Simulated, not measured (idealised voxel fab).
The name of this process module is voxel capacitor over wiring.
cross-section cut | 235 nm wide | cells 5 nm
When this document writes out a cross-section, it uses a grid of square cells and lists it as bands, beginning at the top and moving down, with a band standing for one or more rows of cells. Each band's line starts with the height of the band's top and of its bottom, in nm. Then come its materials from left to right, each with its width in nm. One material with "everywhere" fills the band from edge to edge. "empty" is empty space. Height is counted from the level 0, under which the received wafer is composed throughout of one material. The lowest of the bands is not closed at the bottom but continues downward, in the notation "0 down". So if you see something like "30->40" for the width, read it as the top row of the band sitting at the first number and the bottom row at the second, with every row in between moving by the same amount as the last. What does "remained the same" mean for a step? It means no cell of the cross-section changed in that step. The label "Listed closed voids" introduces a list of the empty spaces, 8 cells or larger, that have no open way up to the top; each entry in it reads width x height at distance, where the distance is taken from the left edge and all three are stated in nm. Formally, on a step line, whatever follows the settings is a remark that the simulator itself makes on the step. You can add "overlay nm" to a step's line. For a step with a mask, it describes how far the mask lay to the right of its planned position, and a negative number describes a lay to the left.

[Intended process steps]
1 RECEIVE with material Si
2 CONFORMAL_DEP with material SiO2, thk nm 10
3 CONFORMAL_DEP with material SiCN, thk nm 5
4 DIRECTIONAL_DEP with material SiO2, thk nm 15
5 DIRECTIONAL_DEP with material aC, thk nm 15
6 PATTERN with tone open, mask id METAL_1, material resist, width nm 20, pitch nm 80, thk nm 35, overlay nm 0
7 DIRECTIONAL_ETCH with etch materials aC, depth nm 15
8 STRIP with etch materials resist
9 DIRECTIONAL_ETCH with etch materials SiO2, depth nm 15
10 DIRECTIONAL_ETCH with etch materials SiCN, depth nm 5
11 STRIP with etch materials aC
12 CONFORMAL_DEP with material TiN, thk nm 5
13 FILL_DEP with material Cu, thk nm 5
14 CMP with height nm 30
15 CONFORMAL_DEP with material SiCN, thk nm 5
16 DIRECTIONAL_DEP with material SiO2, thk nm 15
17 PATTERN with tone open, mask id PLUG_1, material resist, width nm 15, thk nm 15, overlay nm 0
18 DIRECTIONAL_ETCH with etch materials SiO2, depth nm 15
19 DIRECTIONAL_ETCH with etch materials SiCN, depth nm 5
20 STRIP with etch materials resist
21 CONFORMAL_DEP with material TiN, thk nm 5
22 FILL_DEP with material W, thk nm 10
23 CMP with height nm 50
24 DIRECTIONAL_DEP with material TiN, thk nm 10
25 DIRECTIONAL_DEP with material HfO2, thk nm 5
26 DIRECTIONAL_DEP with material TiN, thk nm 5
27 PATTERN with tone cover, mask id UPPER_PLATE, material resist, width nm 65, thk nm 20, overlay nm 0
28 DIRECTIONAL_ETCH with etch materials TiN, depth nm 5
29 DIRECTIONAL_ETCH with etch materials HfO2, depth nm 5
30 STRIP with etch materials resist
31 PATTERN with tone cover, mask id LOWER_PLATE, material resist, width nm 75, thk nm 20, overlay nm 0
32 DIRECTIONAL_ETCH with etch materials TiN, depth nm 10
33 STRIP with etch materials resist
34 FILL_DEP with material SiO2, thk nm 20
35 CMP with height nm 85
36 PATTERN with tone open, mask id PLUG_2, material resist, width nm 15, thk nm 15, overlay nm 0
37 DIRECTIONAL_ETCH with etch materials SiO2, depth nm 15
38 STRIP with etch materials resist
39 CONFORMAL_DEP with material TiN, thk nm 5
40 FILL_DEP with material W, thk nm 10
41 CMP with height nm 85
42 CONFORMAL_DEP with material SiN, thk nm 5

[First of the two wafers, run per plan]

[Delivered wafer in cross-section: state after step 1]
  0 down  Si everywhere
  Listed closed voids: none

[Cross-section of the wafer subsequent to step 2]
  10 to 0  SiO2 everywhere
  Below 0, the layers are the same as they were.

[Cross-section of the wafer subsequent to step 3]
  15 to 10  SiCN everywhere
  Below 10, the layers are the same as they were.

[Cross-section of the wafer subsequent to step 4]
  30 to 15  SiO2 everywhere
  Below 15, the layers are the same as they were.

[Cross-section of the wafer subsequent to step 5]
  45 to 30  aC everywhere
  Below 30, the layers are the same as they were.

[Cross-section of the wafer subsequent to step 6]
  80 to 45  resist (65) / empty (20) / resist (60) / empty (20) / resist (70)
  Below 45, the layers are the same as they were.

[Cross-section of the wafer subsequent to step 7]
  65 to 45  resist (65) / empty (20) / resist (60) / empty (20) / resist (70)
  45 to 30  aC (65) / empty (20) / aC (60) / empty (20) / aC (70)
  Below 30, the layers are the same as they were.

[Cross-section of the wafer subsequent to step 8]
  45 to 30  aC (65) / empty (20) / aC (60) / empty (20) / aC (70)
  Below 30, the layers are the same as they were.

[Cross-section of the wafer subsequent to step 9]
  45 to 30  aC (65) / empty (20) / aC (60) / empty (20) / aC (70)
  30 to 15  SiO2 (65) / empty (20) / SiO2 (60) / empty (20) / SiO2 (70)
  Below 15, the layers are the same as they were.

[Cross-section of the wafer subsequent to step 10]
  45 to 30  aC (65) / empty (20) / aC (60) / empty (20) / aC (70)
  30 to 15  SiO2 (65) / empty (20) / SiO2 (60) / empty (20) / SiO2 (70)
  15 to 10  SiCN (65) / empty (20) / SiCN (60) / empty (20) / SiCN (70)
  Below 10, the layers are the same as they were.

[Cross-section of the wafer subsequent to step 11]
  30 to 15  SiO2 (65) / empty (20) / SiO2 (60) / empty (20) / SiO2 (70)
  Below 15, the layers are the same as they were.

[Cross-section of the wafer subsequent to step 12]
  35 to 30  TiN (70) / empty (10) / TiN (70) / empty (10) / TiN (75)
  30 to 15  SiO2 (65) / TiN (5) / empty (10) / TiN (5) / SiO2 (60) / TiN (5) / empty (10) / TiN (5) / SiO2 (70)
  15 to 10  SiCN (65) / TiN (20) / SiCN (60) / TiN (20) / SiCN (70)
  Below 10, the layers are the same as they were.

[Cross-section of the wafer subsequent to step 13]
  40 to 35  Cu everywhere
  35 to 30  TiN (70) / Cu (10) / TiN (70) / Cu (10) / TiN (75)
  30 to 15  SiO2 (65) / TiN (5) / Cu (10) / TiN (5) / SiO2 (60) / TiN (5) / Cu (10) / TiN (5) / SiO2 (70)
  Below 15, the layers are the same as they were.

[Cross-section of the wafer subsequent to step 14]
  30 to 15  SiO2 (65) / TiN (5) / Cu (10) / TiN (5) / SiO2 (60) / TiN (5) / Cu (10) / TiN (5) / SiO2 (70)
  Below 15, the layers are the same as they were.

[Cross-section of the wafer subsequent to step 15]
  35 to 30  SiCN everywhere
  Below 30, the layers are the same as they were.

[Cross-section of the wafer subsequent to step 16]
  50 to 35  SiO2 everywhere
  Below 35, the layers are the same as they were.

[Cross-section of the wafer subsequent to step 17]
  65 to 50  resist (70) / empty (15) / resist (150)
  Below 50, the layers are the same as they were.

[Cross-section of the wafer subsequent to step 18]
  65 to 50  resist (70) / empty (15) / resist (150)
  50 to 35  SiO2 (70) / empty (15) / SiO2 (150)
  Below 35, the layers are the same as they were.

[Cross-section of the wafer subsequent to step 19]
  65 to 50  resist (70) / empty (15) / resist (150)
  50 to 35  SiO2 (70) / empty (15) / SiO2 (150)
  35 to 30  SiCN (70) / empty (15) / SiCN (150)
  Below 30, the layers are the same as they were.

[Cross-section of the wafer subsequent to step 20]
  50 to 35  SiO2 (70) / empty (15) / SiO2 (150)
  Below 35, the layers are the same as they were.

[Cross-section of the wafer subsequent to step 21]
  55 to 50  TiN (75) / empty (5) / TiN (155)
  50 to 35  SiO2 (70) / TiN (5) / empty (5) / TiN (5) / SiO2 (150)
  35 to 30  SiCN (70) / TiN (15) / SiCN (150)
  Below 30, the layers are the same as they were.

[Cross-section of the wafer subsequent to step 22]
  65 to 55  W everywhere
  55 to 50  TiN (75) / W (5) / TiN (155)
  50 to 35  SiO2 (70) / TiN (5) / W (5) / TiN (5) / SiO2 (150)
  Below 35, the layers are the same as they were.

[Cross-section of the wafer subsequent to step 23]
  50 to 35  SiO2 (70) / TiN (5) / W (5) / TiN (5) / SiO2 (150)
  Below 35, the layers are the same as they were.

[Cross-section of the wafer subsequent to step 24]
  60 to 50  TiN everywhere
  Below 50, the layers are the same as they were.

[Cross-section of the wafer subsequent to step 25]
  65 to 60  HfO2 everywhere
  Below 60, the layers are the same as they were.

[Cross-section of the wafer subsequent to step 26]
  70 to 65  TiN everywhere
  Below 65, the layers are the same as they were.

[Cross-section of the wafer subsequent to step 27]
  90 to 70  empty (70) / resist (65) / empty (100)
  Below 70, the layers are the same as they were.

[Cross-section of the wafer subsequent to step 28]
  90 to 70  empty (70) / resist (65) / empty (100)
  70 to 65  empty (70) / TiN (65) / empty (100)
  Below 65, the layers are the same as they were.

[Cross-section of the wafer subsequent to step 29]
  90 to 70  empty (70) / resist (65) / empty (100)
  70 to 65  empty (70) / TiN (65) / empty (100)
  65 to 60  empty (70) / HfO2 (65) / empty (100)
  Below 60, the layers are the same as they were.

[Cross-section of the wafer subsequent to step 30]
  70 to 65  empty (70) / TiN (65) / empty (100)
  Below 65, the layers are the same as they were.

[Cross-section of the wafer subsequent to step 31]
  90 to 70  empty (65) / resist (75) / empty (95)
  70 to 65  empty (65) / resist (5) / TiN (65) / resist (5) / empty (95)
  65 to 60  empty (65) / resist (5) / HfO2 (65) / resist (5) / empty (95)
  Below 60, the layers are the same as they were.

[Cross-section of the wafer subsequent to step 32]
  90 to 70  empty (65) / resist (75) / empty (95)
  70 to 65  empty (65) / resist (5) / TiN (65) / resist (5) / empty (95)
  65 to 60  empty (65) / resist (5) / HfO2 (65) / resist (5) / empty (95)
  60 to 50  empty (65) / TiN (75) / empty (95)
  Below 50, the layers are the same as they were.

[Cross-section of the wafer subsequent to step 33]
  70 to 65  empty (70) / TiN (65) / empty (100)
  65 to 60  empty (70) / HfO2 (65) / empty (100)
  Below 60, the layers are the same as they were.

[Cross-section of the wafer subsequent to step 34]
  90 to 70  SiO2 everywhere
  70 to 65  SiO2 (70) / TiN (65) / SiO2 (100)
  65 to 60  SiO2 (70) / HfO2 (65) / SiO2 (100)
  60 to 50  SiO2 (65) / TiN (75) / SiO2 (95)
  Below 50, the layers are the same as they were.

[Cross-section of the wafer subsequent to step 35]
  85 to 70  SiO2 everywhere
  Below 70, the layers are the same as they were.

[Cross-section of the wafer subsequent to step 36]
  100 to 85  resist (80) / empty (15) / resist (140)
  Below 85, the layers are the same as they were.

[Cross-section of the wafer subsequent to step 37]
  100 to 85  resist (80) / empty (15) / resist (140)
  85 to 70  SiO2 (80) / empty (15) / SiO2 (140)
  Below 70, the layers are the same as they were.

[Cross-section of the wafer subsequent to step 38]
  85 to 70  SiO2 (80) / empty (15) / SiO2 (140)
  Below 70, the layers are the same as they were.

[Cross-section of the wafer subsequent to step 39]
  90 to 85  TiN (85) / empty (5) / TiN (145)
  85 to 75  SiO2 (80) / TiN (5) / empty (5) / TiN (5) / SiO2 (140)
  75 to 65  SiO2 (80->70) / TiN (15->65) / SiO2 (140->100)
  Below 65, the layers are the same as they were.

[Cross-section of the wafer subsequent to step 40]
  100 to 90  W everywhere
  90 to 85  TiN (85) / W (5) / TiN (145)
  85 to 75  SiO2 (80) / TiN (5) / W (5) / TiN (5) / SiO2 (140)
  Below 75, the layers are the same as they were.

[Cross-section of the wafer subsequent to step 41]
  85 to 75  SiO2 (80) / TiN (5) / W (5) / TiN (5) / SiO2 (140)
  Below 75, the layers are the same as they were.

[Cross-section of the wafer subsequent to step 42]
  90 to 85  SiN everywhere
  Below 85, the layers are the same as they were.

[Wafer two of the pair: same origin, same plan, one error during the run; identical to wafer one up to and including step 19]

[Second wafer: cross-section at the scheduled end of step 20]
  50 to 35  SiO2 (70) / empty (15) / SiO2 (150)
  Below 35, the layers are the same as they were.

[Second wafer: cross-section at the scheduled end of step 21]
  55 to 50  TiN (75) / empty (5) / TiN (155)
  50 to 35  SiO2 (70) / TiN (5) / empty (5) / TiN (5) / SiO2 (150)
  35 to 30  SiCN (70) / TiN (15) / SiCN (150)
  Below 30, the layers are the same as they were.

[Second wafer: cross-section at the scheduled end of step 22]
  65 to 55  W everywhere
  55 to 50  TiN (75) / W (5) / TiN (155)
  50 to 35  SiO2 (70) / TiN (5) / W (5) / TiN (5) / SiO2 (150)
  Below 35, the layers are the same as they were.

[Second wafer: cross-section at the scheduled end of step 23]
  50 to 35  SiO2 (70) / TiN (5) / W (5) / TiN (5) / SiO2 (150)
  Below 35, the layers are the same as they were.

[Second wafer: cross-section at the scheduled end of step 24]
  60 to 50  TiN everywhere
  Below 50, the layers are the same as they were.

[Second wafer: cross-section at the scheduled end of step 25]
  65 to 60  HfO2 everywhere
  Below 60, the layers are the same as they were.

[Second wafer: cross-section at the scheduled end of step 26]
  70 to 65  TiN everywhere
  Below 65, the layers are the same as they were.

[Second wafer: cross-section at the scheduled end of step 27]
  90 to 70  empty (70) / resist (65) / empty (100)
  Below 70, the layers are the same as they were.

[Second wafer: cross-section at the scheduled end of step 28]
  90 to 70  empty (70) / resist (65) / empty (100)
  70 to 65  empty (70) / TiN (65) / empty (100)
  Below 65, the layers are the same as they were.

[Second wafer: cross-section at the scheduled end of step 29]
  90 to 70  empty (70) / resist (65) / empty (100)
  70 to 65  empty (70) / TiN (65) / empty (100)
  65 to 60  empty (70) / HfO2 (65) / empty (100)
  Below 60, the layers are the same as they were.

[Second wafer: cross-section at the scheduled end of step 30]
  70 to 65  empty (70) / TiN (65) / empty (100)
  Below 65, the layers are the same as they were.

[Second wafer: cross-section at the scheduled end of step 31]
  90 to 70  empty (65) / resist (75) / empty (95)
  70 to 65  empty (65) / resist (5) / TiN (65) / resist (5) / empty (95)
  65 to 60  empty (65) / resist (5) / HfO2 (65) / resist (5) / empty (95)
  Below 60, the layers are the same as they were.

[Second wafer: cross-section at the scheduled end of step 32]
  90 to 70  empty (65) / resist (75) / empty (95)
  70 to 65  empty (65) / resist (5) / TiN (65) / resist (5) / empty (95)
  65 to 60  empty (65) / resist (5) / HfO2 (65) / resist (5) / empty (95)
  60 to 50  empty (65) / TiN (75) / empty (95)
  Below 50, the layers are the same as they were.

[Second wafer: cross-section at the scheduled end of step 33]
  70 to 65  empty (70) / TiN (65) / empty (100)
  65 to 60  empty (70) / HfO2 (65) / empty (100)
  Below 60, the layers are the same as they were.

[Second wafer: cross-section at the scheduled end of step 34]
  90 to 70  SiO2 everywhere
  70 to 65  SiO2 (70) / TiN (65) / SiO2 (100)
  65 to 60  SiO2 (70) / HfO2 (65) / SiO2 (100)
  60 to 50  SiO2 (65) / TiN (75) / SiO2 (95)
  Below 50, the layers are the same as they were.

[Second wafer: cross-section at the scheduled end of step 35]
  85 to 70  SiO2 everywhere
  Below 70, the layers are the same as they were.

[Second wafer: cross-section at the scheduled end of step 36]
  100 to 85  resist (80) / empty (15) / resist (140)
  Below 85, the layers are the same as they were.

[Second wafer: cross-section at the scheduled end of step 37]
  100 to 85  resist (80) / empty (15) / resist (140)
  85 to 70  SiO2 (80) / empty (15) / SiO2 (140)
  Below 70, the layers are the same as they were.

[Second wafer: cross-section at the scheduled end of step 38]
  85 to 70  SiO2 (80) / empty (15) / SiO2 (140)
  Below 70, the layers are the same as they were.

[Second wafer: cross-section at the scheduled end of step 39]
  90 to 85  TiN (85) / empty (5) / TiN (145)
  85 to 75  SiO2 (80) / TiN (5) / empty (5) / TiN (5) / SiO2 (140)
  75 to 65  SiO2 (80->70) / TiN (15->65) / SiO2 (140->100)
  Below 65, the layers are the same as they were.

[Second wafer: cross-section at the scheduled end of step 40]
  100 to 90  W everywhere
  90 to 85  TiN (85) / W (5) / TiN (145)
  85 to 75  SiO2 (80) / TiN (5) / W (5) / TiN (5) / SiO2 (140)
  Below 75, the layers are the same as they were.

[Second wafer: cross-section at the scheduled end of step 41]
  85 to 75  SiO2 (80) / TiN (5) / W (5) / TiN (5) / SiO2 (140)
  Below 75, the layers are the same as they were.

[Second wafer: cross-section at the scheduled end of step 42]
  90 to 85  SiN everywhere
  Below 85, the layers are the same as they were.
It is concluded that the wafer was processed incorrectly with respect to the plan, in that step 20 from the plan got run twice
The two wafers wind up with the same cross-section at the end, so whatever this model computes is the same despite the mistake.
